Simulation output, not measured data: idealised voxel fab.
Documented hereafter: the process module known as voxel gate over fins.
In the cross-section labelled cut, the width is 270 nm and each square cell is 5 nm.
A cross-section is written here as square cells arranged in a grid, and it is given in bands from the top down, each band taking up one or more rows of cells.
Per band: top height and bottom height in nm, followed by the left-to-right materials and their widths in nm; "full width" marks a single material spanning edge to edge, "blank" marks empty space.
Measure heights from 0. That's the level where, below it, the as-received wafer is all one material. The lowest band is bottomless and extends downward; write it as in "0 and below".
Width: "30 to 40" (first number = top row, second number = bottom row, same change from row to row of cells).
"no alteration" -> step changed no cross-section cell.
Empty spaces counting at least 8 cells and having no open way to the top are listed in "Voids, fully enclosed". The notation width x height at distance is used for each, the distance being from the left edge and all three values in nm.
Note: text after step settings on the step line = simulator remark on that step.
A step's line can hold "overlay nm"; with a mask on that step, the setting says how far right of the planned place the mask lay, while a negative setting says it lay to the left.

[List of planned process steps]
1) op RECEIVE | material Si
2) op CONFORMAL_DEP | material SiN | thk nm 5
3) op PATTERN | tone cover | mask id FINS | material resist | width nm 15 | pitch nm 40 | thk nm 15 | overlay nm 0
4) op DIRECTIONAL_ETCH | etch materials SiN | depth nm 5
5) op DIRECTIONAL_ETCH | etch materials Si | depth nm 30
6) op STRIP | etch materials resist
7) op OXIDIZE | depth nm 5
8) op FILL_DEP | material SiO2 | thk nm 10
9) op CMP | height nm 5
10) op SELECTIVE_ETCH | etch materials SiO2 | depth nm 15
11) op STRIP | etch materials SiN
12) op CONFORMAL_DEP | material HfO2 | thk nm 5
13) op CONFORMAL_DEP | material TiN | thk nm 5
14) op FILL_DEP | material W | thk nm 10
15) op CMP | height nm 15
16) op CONFORMAL_DEP | material SiN | thk nm 5

[So this is the incoming wafer in cross-section - it's already been through step 1]
0 and below  Si full width
Voids, fully enclosed: none

[The first of two wafers, cross-sectioned at the end of the module, with the run proceeding as planned]
20 down to 15  SiN full width
15 down to 10  W full width
10 down to 5  W=80, TiN=25, W=15, TiN=25, W=15, TiN=25, W=85
5 down to 0  W=80, TiN=5, HfO2=15, TiN=5, W=15, TiN=5, HfO2=15, TiN=5, W=15, TiN=5, HfO2=15, TiN=5, W=85
0 down to -5  TiN=85, HfO2=5, Si=5, HfO2=5, TiN=25, HfO2=5, Si=5, HfO2=5, TiN=25, HfO2=5, Si=5, HfO2=5, TiN=90
-5 down to -10  HfO2=90, Si=5, HfO2=35, Si=5, HfO2=35, Si=5, HfO2=95
-10 down to -35  SiO2=90, Si=5, SiO2=35, Si=5, SiO2=35, Si=5, SiO2=95
-35 and below  Si full width
Voids, fully enclosed: none

[Wafer two, end of module, cross-section. Same start, same plan as wafer one. One mistake in the run]
20 down to 15  SiN full width
15 down to 10  W full width
10 down to 5  W=80, TiN=25, W=15, TiN=25, W=15, TiN=25, W=85
5 down to 0  W=80, TiN=5, HfO2=15, TiN=5, W=15, TiN=5, HfO2=15, TiN=5, W=15, TiN=5, HfO2=15, TiN=5, W=85
0 down to -15  W=80, TiN=5, HfO2=5, Si=5, HfO2=5, TiN=5, W=15, TiN=5, HfO2=5, Si=5, HfO2=5, TiN=5, W=15, TiN=5, HfO2=5, Si=5, HfO2=5, TiN=5, W=85
-15 down to -20  TiN=85, HfO2=5, Si=5, HfO2=5, TiN=25, HfO2=5, Si=5, HfO2=5, TiN=25, HfO2=5, Si=5, HfO2=5, TiN=90
-20 down to -25  HfO2=90, Si=5, HfO2=35, Si=5, HfO2=35, Si=5, HfO2=95
-25 down to -35  SiO2=90, Si=5, SiO2=35, Si=5, SiO2=35, Si=5, SiO2=95
-35 and below  Si full width
Voids, fully enclosed: none
Processing error: step 10, plan: ran twice
Final cells, second wafer relative to first, materials higher or lower: +18 HfO2; -153 SiO2; +18 TiN; +117 W
